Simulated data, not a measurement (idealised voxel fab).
The process module that follows is named voxel fin reveal.
The cross-section shown here is cut; it is 235 nm wide and divided into square cells measuring 5 nm on a side.
Reading order for cross-sections: top band down to bottom band. Underlying form: a grid of square cells. Band size: one or more rows of cells. Basically the band line says how high the top is and how high the bottom is, in nm, and then what's in it from left to right, every material with its width in nm. Empty space shows up as "blank", and if a single material carries "full width" it runs the full band edge to edge. Ref level 0: as-received wafer is one material below here. Bottom band extends down with no lower bound ("0 nm and below"). The notation "30 to 40" denotes a width that varies across the rows of cells in the band, beginning at the first number in the top row, finishing at the second number in the bottom row, and changing by an identical amount from each row to the next. A step reported as "no modification" is a step in which no cell of the cross-section changed. What "Voids lacking openings" gives you is every empty space of 8 cells or more that is cut off from the top. Each appears as width x height at distance, with the distance taken from the left edge and width, height and distance all in nm. It should be noted that, on the line of a given step, the content following the step's settings is a remark produced by the simulator itself with respect to that step. Each step line may optionally specify "overlay nm", which for a step with a mask gives the rightward distance between the mask's planned place and where it lay, a negative value indicating the leftward direction.
The steps planned for the process are as follows:
1) RECEIVE [material Si]
2) CONFORMAL_DEP [material SiN] [thk nm 5]
3) PATTERN [tone cover] [mask id FINS] [material resist] [width nm 15] [pitch nm 35] [thk nm 15] [overlay nm 0]
4) DIRECTIONAL_ETCH [etch materials SiN] [depth nm 5]
5) DIRECTIONAL_ETCH [etch materials Si] [depth nm 30]
6) STRIP [etch materials resist]
7) OXIDIZE [depth nm 5]
8) FILL_DEP [material SiO2] [thk nm 10]
9) CMP [height nm 5]
10) SELECTIVE_ETCH [etch materials SiO2] [depth nm 15]
11) STRIP [etch materials SiN]
12) CONFORMAL_DEP [material SiO2] [thk nm 5]
Wafer, first of two, run as planned:
As-received state of the wafer in cross-section, equivalent to post-step 1:
> 0 nm and below | Si full width
> Voids lacking openings: none
Step 2 done - wafer cross-section:
> 5 nm to 0 nm | SiN full width
> Under 0: no change, same as before.
Step 3 done - wafer cross-section:
> 20 nm to 5 nm | blank=90 / resist=15 / blank=20 / resist=15 / blank=95
> Under 5: no change, same as before.
Step 4 done - wafer cross-section:
> 20 nm to 5 nm | blank=90 / resist=15 / blank=20 / resist=15 / blank=95
> 5 nm to 0 nm | blank=90 / SiN=15 / blank=20 / SiN=15 / blank=95
> Under 0: no change, same as before.
Step 5 done - wafer cross-section:
> 20 nm to 5 nm | blank=90 / resist=15 / blank=20 / resist=15 / blank=95
> 5 nm to 0 nm | blank=90 / SiN=15 / blank=20 / SiN=15 / blank=95
> 0 nm to -30 nm | blank=90 / Si=15 / blank=20 / Si=15 / blank=95
> Under -30: no change, same as before.
Step 6 done - wafer cross-section:
> 5 nm to 0 nm | blank=90 / SiN=15 / blank=20 / SiN=15 / blank=95
> Under 0: no change, same as before.
Step 7 done - wafer cross-section:
> 5 nm to 0 nm | blank=90 / SiN=15 / blank=20 / SiN=15 / blank=95
> 0 nm to -30 nm | blank=90 / SiO2=5 / Si=5 / SiO2=5 / blank=20 / SiO2=5 / Si=5 / SiO2=5 / blank=95
> -30 nm to -35 nm | SiO2=95 / Si=5 / SiO2=30 / Si=5 / SiO2=100
> Under -35: no change, same as before.
Step 8 done - wafer cross-section:
> 15 nm to 5 nm | SiO2 full width
> 5 nm to 0 nm | SiO2=90 / SiN=15 / SiO2=20 / SiN=15 / SiO2=95
> 0 nm to -35 nm | SiO2=95 / Si=5 / SiO2=30 / Si=5 / SiO2=100
> Under -35: no change, same as before.
Step 9 done - wafer cross-section:
> 5 nm to 0 nm | SiO2=90 / SiN=15 / SiO2=20 / SiN=15 / SiO2=95
> Under 0: no change, same as before.
Step 10 done - wafer cross-section:
> 5 nm to 0 nm | blank=90 / SiN=15 / blank=20 / SiN=15 / blank=95
> 0 nm to -10 nm | blank=95 / Si=5 / blank=30 / Si=5 / blank=100
> Under -10: no change, same as before.
Step 11 done - wafer cross-section:
> 0 nm to -10 nm | blank=95 / Si=5 / blank=30 / Si=5 / blank=100
> Under -10: no change, same as before.
Step 12 done - wafer cross-section:
> 5 nm to 0 nm | blank=90 / SiO2=15 / blank=20 / SiO2=15 / blank=95
> 0 nm to -5 nm | blank=90 / SiO2=5 / Si=5 / SiO2=5 / blank=20 / SiO2=5 / Si=5 / SiO2=5 / blank=95
> -5 nm to -35 nm | SiO2=95 / Si=5 / SiO2=30 / Si=5 / SiO2=100
> Under -35: no change, same as before.
Here the second wafer is described. Its start and its plan were those of the first wafer. Its run contained one mistake. Up to and including step 11, it did exactly what the first wafer did:
Cross-section of the second wafer at the time step 12 of the plan should have ended: no modification
Error vs. plan: plan step 12: skipped, not run
It is noted that, at the conclusion of processing, the second wafer exhibits a higher or lower cell count for certain materials relative to the first: -55 SiO2
